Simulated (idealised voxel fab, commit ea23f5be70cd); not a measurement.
This is a process module. Its name is voxel self aligned vias.
FYI the section here is cut, 300 nm wide, cells are 5 nm squares.
For the purposes of this document, a cross-section shall be understood as a grid of square cells, specified as bands listed in top-to-bottom order, each band consisting of one or more rows of cells.
For a band, the entry starts with two heights in nm, that of the top and then that of the bottom, and carries on with the band's materials in order from left to right, each alongside its width in nm; the word "full width" beside a single material means it fills the band edge to edge, and "blank" means empty space.
Zero point of the height axis is 0; under it, received wafer = one material. Lowest band: continues down indefinitely, "0 nm and below".
The notation "30->40" denotes a width that varies across the rows of cells in the band, beginning at the first number in the top row, finishing at the second number in the bottom row, and changing by an identical amount from each row to the next.
The cross-section has no changed cell in any step marked "no change".
Basically, "Sealed void list" tells you about the enclosed voids: empty spaces with no open way to the top, 8 cells or bigger, each written width x height at distance, where distance is from the left edge, all in nm.
Step line, after settings: the simulator's comment on this step.
If you see "overlay nm" on a step's line and that step has a mask, it's telling you how far right of where it was planned the mask ended up; a negative number means it went left instead.

List of planned process steps
- 1: RECEIVE | material Si
- 2: CONFORMAL_DEP | material SiO2 | thk nm 10
- 3: CONFORMAL_DEP | material SiCN | thk nm 5
- 4: DIRECTIONAL_DEP | material lowk | thk nm 30
- 5: MASKED_ETCH | tone open | mask id LINES | width nm 20 | pitch nm 70 | etch materials lowk | depth nm 30 | overlay nm 0
- 6: CONFORMAL_DEP | material TiN | thk nm 5
- 7: FILL_DEP | material Ru | thk nm 10
- 8: CMP | height nm 45
- 9: SELECTIVE_ETCH | etch materials W Ru TiN | depth nm 10
- 10: FILL_DEP | material SiN | thk nm 5
- 11: CMP | height nm 45
- 12: DIRECTIONAL_DEP | material lowk | thk nm 20
- 13: DIRECTIONAL_DEP | material aC | thk nm 15
- 14: PATTERN | tone open | mask id VIAS | material resist | width nm 40 | pitch nm 140 | thk nm 30 | overlay nm 0
- 15: DIRECTIONAL_ETCH | etch materials aC | depth nm 15
- 16: STRIP | etch materials resist
- 17: DIRECTIONAL_ETCH | etch materials lowk | depth nm 20
- 18: DIRECTIONAL_ETCH | etch materials SiN | depth nm 10
- 19: STRIP | etch materials aC
- 20: CONFORMAL_DEP | material TiN | thk nm 5
- 21: FILL_DEP | material Cu | thk nm 5
- 22: CMP | height nm 65
- 23: CONFORMAL_DEP | material SiCN | thk nm 5

Wafer as received: cross-section following step 1
> 0 nm and below: Si full width
> Sealed void list: none

Sectioned view, first of two wafers, at the close of the module, processed as intended in the plan
> 70 nm to 65 nm: SiCN full width
> 65 nm to 50 nm: lowk 60 nm, then TiN 5 nm, then Cu 30 nm, then TiN 5 nm, then lowk 100 nm, then TiN 5 nm, then Cu 30 nm, then TiN 5 nm, then lowk 60 nm
> 50 nm to 45 nm: lowk 60 nm, then TiN 15 nm, then Cu 10 nm, then TiN 15 nm, then lowk 100 nm, then TiN 15 nm, then Cu 10 nm, then TiN 15 nm, then lowk 60 nm
> 45 nm to 40 nm: lowk 70 nm, then TiN 5 nm, then Cu 10 nm, then TiN 5 nm, then lowk 50 nm, then SiN 20 nm, then lowk 50 nm, then TiN 5 nm, then Cu 10 nm, then TiN 5 nm, then lowk 70 nm
> 40 nm to 35 nm: lowk 70 nm, then TiN 20 nm, then lowk 50 nm, then SiN 20 nm, then lowk 50 nm, then TiN 20 nm, then lowk 70 nm
> 35 nm to 20 nm: lowk 70 nm, then TiN 5 nm, then Ru 10 nm, then TiN 5 nm, then lowk 50 nm, then TiN 5 nm, then Ru 10 nm, then TiN 5 nm, then lowk 50 nm, then TiN 5 nm, then Ru 10 nm, then TiN 5 nm, then lowk 70 nm
> 20 nm to 15 nm: lowk 70 nm, then TiN 20 nm, then lowk 50 nm, then TiN 20 nm, then lowk 50 nm, then TiN 20 nm, then lowk 70 nm
> 15 nm to 10 nm: SiCN full width
> 10 nm to 0 nm: SiO2 full width
> 0 nm and below: Si full width
> Sealed void list: none

End of module, second wafer, cross-section. Started like the first, planned like the first, run with one mistake
> 70 nm to 65 nm: SiCN full width
> 65 nm to 50 nm: lowk 60 nm, then TiN 5 nm, then Cu 30 nm, then TiN 5 nm, then lowk 100 nm, then TiN 5 nm, then Cu 30 nm, then TiN 5 nm, then lowk 60 nm
> 50 nm to 45 nm: lowk 60 nm, then TiN 20 nm, then Cu 5 nm, then TiN 15 nm, then lowk 100 nm, then TiN 20 nm, then Cu 5 nm, then TiN 15 nm, then lowk 60 nm
> 45 nm to 40 nm: lowk 75 nm, then TiN 5 nm, then Cu 5 nm, then TiN 5 nm, then lowk 55 nm, then SiN 15 nm, then lowk 55 nm, then TiN 5 nm, then Cu 5 nm, then TiN 5 nm, then lowk 70 nm
> 40 nm to 35 nm: lowk 75 nm, then TiN 15 nm, then lowk 55 nm, then SiN 15 nm, then lowk 55 nm, then TiN 15 nm, then lowk 70 nm
> 35 nm to 20 nm: lowk 75 nm, then TiN 5 nm, then Ru 5 nm, then TiN 5 nm, then lowk 55 nm, then TiN 5 nm, then Ru 5 nm, then TiN 5 nm, then lowk 55 nm, then TiN 5 nm, then Ru 5 nm, then TiN 5 nm, then lowk 70 nm
> 20 nm to 15 nm: lowk 75 nm, then TiN 15 nm, then lowk 55 nm, then TiN 15 nm, then lowk 55 nm, then TiN 15 nm, then lowk 70 nm
> 15 nm to 10 nm: SiCN full width
> 10 nm to 0 nm: SiO2 full width
> 0 nm and below: Si full width
> Sealed void list: none
what went wrong: planned and actual differ for step 5; actual: MASKED_ETCH | tone open | mask id LINES | width nm 15 | pitch nm 70 | etch materials lowk | depth nm 30 | overlay nm 0
End of process, cell counts, second wafer against first, materials with more or fewer: Cu -4, Ru -9, SiN -2, TiN -3, lowk +18
